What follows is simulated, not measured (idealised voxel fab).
Proc. module: voxel capacitor over wiring
Square cell edge 5 nm, section width 245 nm, ID cut.
When this document writes out a cross-section, it uses a grid of square cells and lists it as bands, beginning at the top and moving down, with a band standing for one or more rows of cells. Basically the band line says how high the top is and how high the bottom is, in nm, and then what's in it from left to right, every material with its width in nm. Empty space shows up as "empty", and if a single material carries "all across" it runs the full band edge to edge. Counting heights begins at 0, where everything beneath is, in the wafer as received, one material. The lowest band has no bottom; it goes on downwards, as "from 0 down" shows. Width: "30..40" (first number = top row, second number = bottom row, same change from row to row of cells). Given "left unchanged" for a step, no cell of the cross-section differs between before and after that step. What "Fully closed voids" gives you is every empty space of 8 cells or more that is cut off from the top. Each appears as width x height at distance, with the distance taken from the left edge and width, height and distance all in nm. Post-settings text on a step line: simulator's own remark regarding the step. overlay nm: step with mask; distance mask lay right of planned place; negative value = left of planned place.

PLANNED STEP LIST FOR THE PROCESS
- 1: RECEIVE: material Si
- 2: CONFORMAL_DEP: material SiO2, thk nm 15
- 3: CONFORMAL_DEP: material SiN, thk nm 5
- 4: DIRECTIONAL_DEP: material SiO2, thk nm 25
- 5: DIRECTIONAL_DEP: material aC, thk nm 10
- 6: PATTERN: tone open, mask id METAL_1, material resist, width nm 30, pitch nm 95, thk nm 30, overlay nm 0
- 7: DIRECTIONAL_ETCH: etch materials aC, depth nm 10
- 8: STRIP: etch materials resist
- 9: DIRECTIONAL_ETCH: etch materials SiO2, depth nm 25
- 10: DIRECTIONAL_ETCH: etch materials SiN, depth nm 5
- 11: STRIP: etch materials aC
- 12: CONFORMAL_DEP: material TiN, thk nm 5
- 13: FILL_DEP: material Cu, thk nm 10
- 14: CMP: height nm 45
- 15: CONFORMAL_DEP: material SiCN, thk nm 5
- 16: DIRECTIONAL_DEP: material SiO2, thk nm 15
- 17: PATTERN: tone open, mask id PLUG_1, material resist, width nm 15, thk nm 20, overlay nm 0
- 18: DIRECTIONAL_ETCH: etch materials SiO2, depth nm 15
- 19: DIRECTIONAL_ETCH: etch materials SiCN, depth nm 5
- 20: STRIP: etch materials resist
- 21: CONFORMAL_DEP: material TiN, thk nm 5
- 22: FILL_DEP: material Cu, thk nm 10
- 23: CMP: height nm 65
- 24: DIRECTIONAL_DEP: material TiN, thk nm 10
- 25: DIRECTIONAL_DEP: material HfO2, thk nm 5
- 26: DIRECTIONAL_DEP: material TiN, thk nm 5
- 27: PATTERN: tone cover, mask id UPPER_PLATE, material resist, width nm 70, thk nm 15, overlay nm 0
- 28: DIRECTIONAL_ETCH: etch materials TiN, depth nm 5
- 29: DIRECTIONAL_ETCH: etch materials HfO2, depth nm 5
- 30: STRIP: etch materials resist
- 31: DIRECTIONAL_DEP: material aC, thk nm 10
- 32: PATTERN: tone cover, mask id LOWER_PLATE, material resist, width nm 80, thk nm 30, overlay nm 0
- 33: DIRECTIONAL_ETCH: etch materials aC, depth nm 10
- 34: STRIP: etch materials resist
- 35: DIRECTIONAL_ETCH: etch materials TiN, depth nm 10
- 36: STRIP: etch materials aC
- 37: FILL_DEP: material SiO2, thk nm 15
- 38: CMP: height nm 95
- 39: DIRECTIONAL_DEP: material aC, thk nm 15
- 40: PATTERN: tone open, mask id PLUG_2, material resist, width nm 15, thk nm 35, overlay nm 0
- 41: DIRECTIONAL_ETCH: etch materials aC, depth nm 15
- 42: STRIP: etch materials resist
- 43: DIRECTIONAL_ETCH: etch materials SiO2, depth nm 10
- 44: STRIP: etch materials aC
- 45: CONFORMAL_DEP: material TiN, thk nm 5
- 46: FILL_DEP: material W, thk nm 10
- 47: CMP: height nm 95
- 48: CONFORMAL_DEP: material SiN, thk nm 5

SHOWN IN CROSS-SECTION IS THE WAFER AS RECEIVED, THAT IS, AS IT STANDS AFTER STEP 1
from 0 down  Si all across
Fully closed voids: none

ONE MISTAKE IN RUNNING THE MODULE, OTHERWISE START AND PLAN AS ABOVE: CROSS-SECTION AT THE END
from 100 to 95  SiN all across
from 95 to 90  85 of SiO2, then 5 of TiN, then 5 of W, then 5 of TiN, then 145 of SiO2
from 90 to 80  85..75 of SiO2, then 15..70 of TiN, then 145..100 of SiO2
from 80 to 75  75 of SiO2, then 70 of HfO2, then 100 of SiO2
from 75 to 65  70 of SiO2, then 80 of TiN, then 95 of SiO2
from 65 to 50  75 of SiO2, then 5 of TiN, then 5 of Cu, then 5 of TiN, then 155 of SiO2
from 50 to 45  75 of SiCN, then 15 of TiN, then 155 of SiCN
from 45 to 35  60 of SiO2, then 5 of TiN, then 20 of Cu, then 5 of TiN, then 65 of SiO2, then 5 of TiN, then 20 of Cu, then 5 of TiN, then 60 of SiO2
from 35 to 30  60 of SiN, then 30 of TiN, then 65 of SiN, then 30 of TiN, then 60 of SiN
from 30 to 0  SiO2 all across
from 0 down  Si all across
Fully closed voids: none
The plan and the run diverged here: plan step 2 was twice executed
